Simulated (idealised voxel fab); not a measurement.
The name of this process module is voxel transistor to metal.
Shown is cross-section cut, with a width of 190 nm and square cells of size 5 nm.
In this document a cross-section is written as a grid of square cells. It is given as a series of bands, listed from the top down, and a band is one or more rows of cells. Basically the band line says how high the top is and how high the bottom is, in nm, and then what's in it from left to right, every material with its width in nm. Empty space shows up as "blank", and if a single material carries "edge to edge" it runs the full band edge to edge. Heights from 0 (as-received wafer is one material below). Bottom band endless downward, as "z 0 and below". Width spec "30 to 40" -> top row of cells at first value, bottom row at second value, equal per-row change in between. Reading "no change" for a step: not a cell of the cross-section changed in it. Any empty space of 8 cells or more lacking an open way to the top shows up in "Internal closed voids" as width x height at distance, distance from the left edge, in nm. Whatever follows a step's settings on its line is a remark the simulator itself makes about that step. The optional step-line setting "overlay nm" applies to steps with a mask and quantifies how far to the right of its planned location the mask lay, a negative value indicating leftward placement.

**The planned process steps are enumerated hereunder**
1: RECEIVE [material Si]
2: OXIDIZE [depth nm 5]
3: CONFORMAL_DEP [material SiN] [thk nm 15]
4: PATTERN [tone cover] [mask id ACTIVE] [material resist] [width nm 115] [thk nm 15] [overlay nm 0]
5: DIRECTIONAL_ETCH [etch materials SiN] [depth nm 15]
6: DIRECTIONAL_ETCH [etch materials SiO2] [depth nm 5]
7: DIRECTIONAL_ETCH [etch materials Si] [depth nm 30]
8: STRIP [etch materials resist]
9: FILL_DEP [material SiO2] [thk nm 15]
10: CMP [height nm 15]
11: SELECTIVE_ETCH [etch materials SiO2] [depth nm 15]
12: STRIP [etch materials SiN]
13: SELECTIVE_ETCH [etch materials SiO2] [depth nm 5]
14: OXIDIZE [depth nm 5]
15: DIRECTIONAL_DEP [material polySi] [thk nm 25]
16: DIRECTIONAL_DEP [material SiCN] [thk nm 10]
17: DIRECTIONAL_DEP [material aC] [thk nm 10]
18: PATTERN [tone cover] [mask id GATE] [material resist] [width nm 25] [thk nm 30] [overlay nm 0]
19: DIRECTIONAL_ETCH [etch materials aC] [depth nm 10]
20: STRIP [etch materials resist]
21: DIRECTIONAL_ETCH [etch materials SiCN] [depth nm 20]
22: DIRECTIONAL_ETCH [etch materials polySi] [depth nm 35]
23: STRIP [etch materials aC]
24: CONFORMAL_DEP [material SiO2] [thk nm 5]
25: DIRECTIONAL_ETCH [etch materials SiO2] [depth nm 5]
26: CONFORMAL_DEP [material SiN] [thk nm 5]
27: DIRECTIONAL_ETCH [etch materials SiN] [depth nm 5]
28: DIRECTIONAL_ETCH [etch materials SiO2] [depth nm 5]
29: DIRECTIONAL_ETCH [etch materials Si] [depth nm 10]
30: EPI [material SiGe] [thk nm 10]
31: FILL_DEP [material SiO2] [thk nm 5]
32: CMP [height nm 30]
33: DIRECTIONAL_DEP [material SiO2] [thk nm 15]
34: DIRECTIONAL_DEP [material aC] [thk nm 15]
35: PATTERN [tone open] [mask id CONTACT] [material resist] [width nm 30] [pitch nm 65] [thk nm 30] [overlay nm 0]
36: DIRECTIONAL_ETCH [etch materials aC] [depth nm 15]
37: STRIP [etch materials resist]
38: DIRECTIONAL_ETCH [etch materials SiO2] [depth nm 55]
39: STRIP [etch materials aC]
40: CONFORMAL_DEP [material TiN] [thk nm 5]
41: FILL_DEP [material Ru] [thk nm 5]
42: CMP [height nm 45]
43: DIRECTIONAL_DEP [material TiN] [thk nm 5]
44: DIRECTIONAL_DEP [material Ru] [thk nm 25]
45: PATTERN [tone cover] [mask id METAL_1] [material resist] [width nm 20] [pitch nm 75] [thk nm 15] [overlay nm 0]
46: DIRECTIONAL_ETCH [etch materials Ru] [depth nm 25]
47: DIRECTIONAL_ETCH [etch materials TiN] [depth nm 5]
48: STRIP [etch materials resist]
49: FILL_DEP [material lowk] [thk nm 10]
50: CMP [height nm 75]
51: CONFORMAL_DEP [material SiCN] [thk nm 5]
52: DIRECTIONAL_DEP [material SiO2] [thk nm 25]
53: PATTERN [tone open] [mask id METAL_2] [material resist] [width nm 20] [pitch nm 75] [thk nm 20] [overlay nm 0]
54: DIRECTIONAL_ETCH [etch materials SiO2] [depth nm 15]
55: STRIP [etch materials resist]
56: DIRECTIONAL_DEP [material aC] [thk nm 15]
57: PATTERN [tone open] [mask id METAL_2_HOLES] [material resist] [width nm 15] [pitch nm 75] [thk nm 35] [overlay nm 0]
58: DIRECTIONAL_ETCH [etch materials aC] [depth nm 15]
59: STRIP [etch materials resist]
60: DIRECTIONAL_ETCH [etch materials SiO2] [depth nm 10]
61: DIRECTIONAL_ETCH [etch materials SiCN] [depth nm 5]
62: STRIP [etch materials aC]
63: CONFORMAL_DEP [material TiN] [thk nm 5]
64: FILL_DEP [material Cu] [thk nm 5]
65: CMP [height nm 105]
66: CONFORMAL_DEP [material SiCN] [thk nm 5]

**Shown in cross-section is the wafer as received, that is, as it stands after step 1**
> z 0 and below | Si edge to edge
> Internal closed voids: none

**Wafer at module end, in section. Began as above, planned as above, run with one mistake**
> z 110 to 105 | SiCN edge to edge
> z 105 to 95 | 45 of SiO2; 5 of TiN; 10 of Cu; 5 of TiN; 55 of SiO2; 5 of TiN; 10 of Cu; 5 of TiN; 50 of SiO2
> z 95 to 90 | 45 of SiO2; 5 of TiN; 5 of Cu; 10 of TiN; 55 of SiO2; 5 of TiN; 5 of Cu; 10 of TiN; 50 of SiO2
> z 90 to 80 | 45 of SiO2; 5 of TiN; 5 of Cu; 5 of TiN; 60 of SiO2; 5 of TiN; 5 of Cu; 5 of TiN; 55 of SiO2
> z 80 to 75 | 45 of SiCN; 15 of TiN; 60 of SiCN; 15 of TiN; 55 of SiCN
> z 75 to 50 | 45 of Ru; 20 of lowk; 55 of Ru; 20 of lowk; 50 of Ru
> z 50 to 45 | 45 of TiN; 20 of lowk; 55 of TiN; 20 of lowk; 50 of TiN
> z 45 to 35 | 45 of SiO2; 5 of TiN; 20 of Ru; 5 of TiN; 35 of SiO2; 5 of TiN; 20 of Ru; 5 of TiN; 50 of SiO2
> z 35 to 30 | 45 of SiO2; 5 of TiN; 15 of Ru; 10 of TiN; 35 of SiO2; 10 of TiN; 15 of Ru; 5 of TiN; 50 of SiO2
> z 30 to 20 | 45 of SiO2; 5 of TiN; 15 of Ru; 5 of TiN; 5 of SiN; 5 of SiO2; 25 of SiCN; 5 of SiO2; 5 of SiN; 5 of TiN; 15 of Ru; 5 of TiN; 50 of SiO2
> z 20 to 5 | 45 of SiO2; 5 of TiN; 15 of Ru; 5 of TiN; 5 of SiN; 5 of SiO2; 25 of polySi; 5 of SiO2; 5 of SiN; 5 of TiN; 15 of Ru; 5 of TiN; 50 of SiO2
> z 5 to 0 | 45 of SiO2; 5 of TiN; 5 of Ru; 15 of TiN; 5 of SiN; 5 of SiO2; 25 of polySi; 5 of SiO2; 5 of SiN; 15 of TiN; 5 of Ru; 5 of TiN; 50 of SiO2
> z 0 to -5 | 45 of SiO2; 5 of TiN; 5 of Ru; 5 of TiN; 10 of SiGe; 5 of SiN; 5 of SiO2; 25 of polySi; 5 of SiO2; 5 of SiN; 10 of SiGe; 5 of TiN; 5 of Ru; 5 of TiN; 50 of SiO2
> z -5 to -10 | 45 of SiO2; 15 of TiN; 10 of SiGe; 45 of SiO2; 10 of SiGe; 15 of TiN; 50 of SiO2
> z -10 to -20 | 35 of SiO2; 35 of SiGe; 45 of Si; 35 of SiGe; 40 of SiO2
> z -20 to -35 | 35 of SiO2; 115 of Si; 40 of SiO2
> z -35 and below | Si edge to edge
> Internal closed voids: none
Against the plan, the run slipped here: step 45 ran differently from the plan; actual operation with settings: PATTERN [tone open] [mask id METAL_1] [material resist] [width nm 20] [pitch nm 75] [thk nm 15] [overlay nm 0]
